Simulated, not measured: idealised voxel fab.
Proc. module: voxel self aligned contacts
For reference, the cross-section in this document is cut, with width 225 nm and square cells of 5 nm.
Reading order for cross-sections: top band down to bottom band. Underlying form: a grid of square cells. Band size: one or more rows of cells. Band entry format. Leading values: height of top, height of bottom, nm. Remainder: materials in left-to-right order, each with its width in nm. Special words: "throughout" on a single material, which then fills the band edge to edge; "air", empty space. Height reference: 0 = level under which incoming wafer is all one material. Lowest band: no bottom, runs on downward, e.g. "0 down". Width "30 to 40": first value at the band's top row of cells, second value at its bottom row, equal change from row to row. What does "no change occurred" mean for a step? It means no cell of the cross-section changed in that step. Entry "Fully closed voids". Content: empty spaces with no open connection to the top, size 8 cells or greater. Each: width x height at distance. Distance: from left edge. Unit: nm. Note: text after step settings on the step line = simulator remark on that step. For masked steps, "overlay nm" on the step line gives how far right of plan the mask actually lay; a minus sign means it lay to the left.
### Steps planned for the process
- 1: RECEIVE [material Si]
- 2: OXIDIZE [depth nm 5]
- 3: DIRECTIONAL_DEP [material polySi] [thk nm 20]
- 4: DIRECTIONAL_DEP [material SiN] [thk nm 20]
- 5: DIRECTIONAL_DEP [material aC] [thk nm 10]
- 6: PATTERN [tone cover] [mask id GATE] [material resist] [width nm 25] [pitch nm 50] [thk nm 30] [overlay nm 0]
- 7: DIRECTIONAL_ETCH [etch materials aC] [depth nm 10]
- 8: STRIP [etch materials resist]
- 9: DIRECTIONAL_ETCH [etch materials SiN] [depth nm 20]
- 10: DIRECTIONAL_ETCH [etch materials polySi] [depth nm 20]
- 11: STRIP [etch materials aC]
- 12: CONFORMAL_DEP [material SiN] [thk nm 5]
- 13: DIRECTIONAL_ETCH [etch materials SiN] [depth nm 5]
- 14: FILL_DEP [material SiO2] [thk nm 15]
- 15: CMP [height nm 50]
- 16: PATTERN [tone open] [mask id CONTACT] [material resist] [width nm 35] [pitch nm 50] [thk nm 20] [overlay nm 0]
- 17: DIRECTIONAL_ETCH [etch materials SiO2] [depth nm 55]
- 18: STRIP [etch materials resist]
- 19: CONFORMAL_DEP [material TiN] [thk nm 5]
- 20: FILL_DEP [material Ru] [thk nm 5]
- 21: CMP [height nm 50]
- 22: CONFORMAL_DEP [material SiCN] [thk nm 5]
### So this is the incoming wafer in cross-section - it's already been through step 1
- 0 down  Si throughout
- Fully closed voids: none
### First wafer of two, sectioned at end of module; run went per plan
- 55 to 50  SiCN throughout
- 50 to 40  SiO2 70 nm / TiN 5 to 15 nm / Ru 25 to 5 nm / TiN 5 to 15 nm / SiO2 15 nm / TiN 5 to 15 nm / Ru 25 to 5 nm / TiN 5 to 15 nm / SiO2 70 nm
- 40 to 20  SiO2 45 nm / SiN 35 nm / TiN 5 nm / Ru 5 nm / TiN 5 nm / SiN 35 nm / TiN 5 nm / Ru 5 nm / TiN 5 nm / SiN 35 nm / SiO2 45 nm
- 20 to 0  SiO2 45 nm / SiN 5 nm / polySi 25 nm / SiN 5 nm / TiN 5 nm / Ru 5 nm / TiN 5 nm / SiN 5 nm / polySi 25 nm / SiN 5 nm / TiN 5 nm / Ru 5 nm / TiN 5 nm / SiN 5 nm / polySi 25 nm / SiN 5 nm / SiO2 45 nm
- 0 to -5  SiO2 80 nm / TiN 15 nm / SiO2 35 nm / TiN 15 nm / SiO2 80 nm
- -5 down  Si throughout
- Fully closed voids: none
### End-of-module cross-section of the second wafer: identical starting point and process plan to the first, with one processing mistake
- 55 to 50  SiCN throughout
- 50 to 40  SiO2 70 nm / TiN 5 to 15 nm / Ru 25 to 5 nm / TiN 5 to 15 nm / SiO2 15 nm / TiN 5 to 15 nm / Ru 25 to 5 nm / TiN 5 to 15 nm / SiO2 70 nm
- 40 to 20  SiO2 45 nm / SiN 35 nm / TiN 5 nm / Ru 5 nm / TiN 5 nm / SiN 35 nm / TiN 5 nm / Ru 5 nm / TiN 5 nm / SiN 35 nm / SiO2 45 nm
- 20 to 0  SiO2 80 nm / TiN 5 nm / Ru 5 nm / TiN 5 nm / SiO2 35 nm / TiN 5 nm / Ru 5 nm / TiN 5 nm / SiO2 80 nm
- 0 to -5  SiO2 80 nm / TiN 15 nm / SiO2 35 nm / TiN 15 nm / SiO2 80 nm
- -5 down  Si throughout
- Fully closed voids: none
Deviation from plan: step 3 deviated from plan and actually ran as DIRECTIONAL_DEP [material SiO2] [thk nm 20]
The second wafer ends with more or fewer cells of some materials than the first, per final count: SiN: 24 fewer, SiO2: 84 more, polySi: 60 fewer
